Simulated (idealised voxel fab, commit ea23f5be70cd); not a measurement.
The process module presented herein is designated voxel air gaps.
Section cut is 240 nm wide and gridded with 5 nm square cells.
When this document writes out a cross-section, it uses a grid of square cells and lists it as bands, beginning at the top and moving down, with a band standing for one or more rows of cells. For a band, the entry starts with two heights in nm, that of the top and then that of the bottom, and carries on with the band's materials in order from left to right, each alongside its width in nm; the word "throughout" beside a single material means it fills the band edge to edge, and "blank" means empty space. Where do heights start? At 0: under that level the wafer as delivered is made of one material only. And the lowest band has no floor; it just carries on downward, as in "from 0 down". Quick explanation for "30..40": the width changes in equal steps down the rows of cells, from the first number in the band's top row to the second number in its bottom row. "nothing was modified", as given for a step, is the statement that not any cell of the cross-section underwent a change during that step. "Closed-off voids" specifies each empty space that is not open to the top and that occupies no fewer than 8 cells, using the form width x height at distance, the distance measured from the left edge and all three quantities in nm. On a step's line, text after the settings is the simulator commenting on that step. overlay nm, on a step with a mask: how far to the right of its planned place the mask lay; to the left if negative.

**plan**
1,op RECEIVE | material Si
2,op CONFORMAL_DEP | material SiO2 | thk nm 15
3,op CONFORMAL_DEP | material SiCN | thk nm 5
4,op DIRECTIONAL_DEP | material SiO2 | thk nm 40
5,op DIRECTIONAL_DEP | material aC | thk nm 10
6,op PATTERN | tone open | mask id LINES | material resist | width nm 15 | pitch nm 50 | thk nm 30 | overlay nm 0
7,op DIRECTIONAL_ETCH | etch materials aC | depth nm 10
8,op STRIP | etch materials resist
9,op DIRECTIONAL_ETCH | etch materials SiO2 | depth nm 40
10,op STRIP | etch materials aC
11,op CONFORMAL_DEP | material TiN | thk nm 5
12,op FILL_DEP | material Ru | thk nm 5
13,op CMP | height nm 60
14,op EPI | material Ru | thk nm 10
15,op SELECTIVE_ETCH | etch materials SiO2 | depth nm 50
16,op CONFORMAL_DEP | material SiCN | thk nm 5
The plan's step 6 width nm is the first wafer's value; the wafers differ in this setting and start identical.

**Cut through the first of several wafers as received, post step 1**
> from 0 down = Si throughout
> Closed-off voids: none

**Cross-section of the first of several wafers, taken after step 16, where the module ends**
> from 75 to 70 = 45 of blank, 45 of SiCN, 5 of blank, 45 of SiCN, 5 of blank, 45 of SiCN, 50 of blank
> from 70 to 60 = 45 of blank, 5 of SiCN, 35 of Ru, 5 of SiCN, 5 of blank, 5 of SiCN, 35 of Ru, 5 of SiCN, 5 of blank, 5 of SiCN, 35 of Ru, 5 of SiCN, 50 of blank
> from 60 to 55 = 45 of blank, 15 of SiCN, 5 of TiN, 5 of Ru, 5 of TiN, 15 of SiCN, 5 of blank, 15 of SiCN, 5 of TiN, 5 of Ru, 5 of TiN, 15 of SiCN, 5 of blank, 15 of SiCN, 5 of TiN, 5 of Ru, 5 of TiN, 15 of SiCN, 50 of blank
> from 55 to 25 = 55 of blank, 5 of SiCN, 5 of TiN, 5 of Ru, 5 of TiN, 5 of SiCN, 25 of blank, 5 of SiCN, 5 of TiN, 5 of Ru, 5 of TiN, 5 of SiCN, 25 of blank, 5 of SiCN, 5 of TiN, 5 of Ru, 5 of TiN, 5 of SiCN, 60 of blank
> from 25 to 20 = 60 of SiCN, 15 of TiN, 35 of SiCN, 15 of TiN, 35 of SiCN, 15 of TiN, 65 of SiCN
> from 20 to 15 = SiCN throughout
> from 15 to 0 = SiO2 throughout
> from 0 down = Si throughout
> Closed-off voids: none

**The final wafer, sectioned at module end**
> from 75 to 70 = 35 of blank, 165 of SiCN, 40 of blank
> from 70 to 60 = 35 of blank, 5 of SiCN, 155 of Ru, 5 of SiCN, 40 of blank
> from 60 to 55 = 35 of blank, 15 of SiCN, 5 of TiN, 25 of Ru, 5 of TiN, 15 of SiO2, 5 of TiN, 25 of Ru, 5 of TiN, 15 of SiO2, 5 of TiN, 25 of Ru, 5 of TiN, 15 of SiCN, 40 of blank
> from 55 to 25 = 45 of blank, 5 of SiCN, 5 of TiN, 25 of Ru, 5 of TiN, 15 of SiO2, 5 of TiN, 25 of Ru, 5 of TiN, 15 of SiO2, 5 of TiN, 25 of Ru, 5 of TiN, 5 of SiCN, 50 of blank
> from 25 to 20 = 50 of SiCN, 35 of TiN, 15 of SiO2, 35 of TiN, 15 of SiO2, 35 of TiN, 55 of SiCN
> from 20 to 15 = SiCN throughout
> from 15 to 0 = SiO2 throughout
> from 0 down = Si throughout
> Closed-off voids: none

**The rows of the table below are wafers. Looking at the end of the module, a row counts, for every material, the cells the wafer has gained, shown as (+), or lost, shown as (-), since it was received; its closed voids come next**
width nm 15; +63 Ru; +180 SiCN; +144 SiO2; +51 TiN; Closed-off voids: none
width nm 20; +90 Ru; +180 SiCN; +144 SiO2; +54 TiN; Closed-off voids: 20 x 30 at 85; 20 x 30 at 135
width nm 25; +117 Ru; +172 SiCN; +144 SiO2; +57 TiN; Closed-off voids: 15 x 30 at 85; 15 x 30 at 135
width nm 30; +144 Ru; +124 SiCN; +208 SiO2; +60 TiN; Closed-off voids: none
width nm 35; +167 Ru; +124 SiCN; +192 SiO2; +63 TiN; Closed-off voids: none
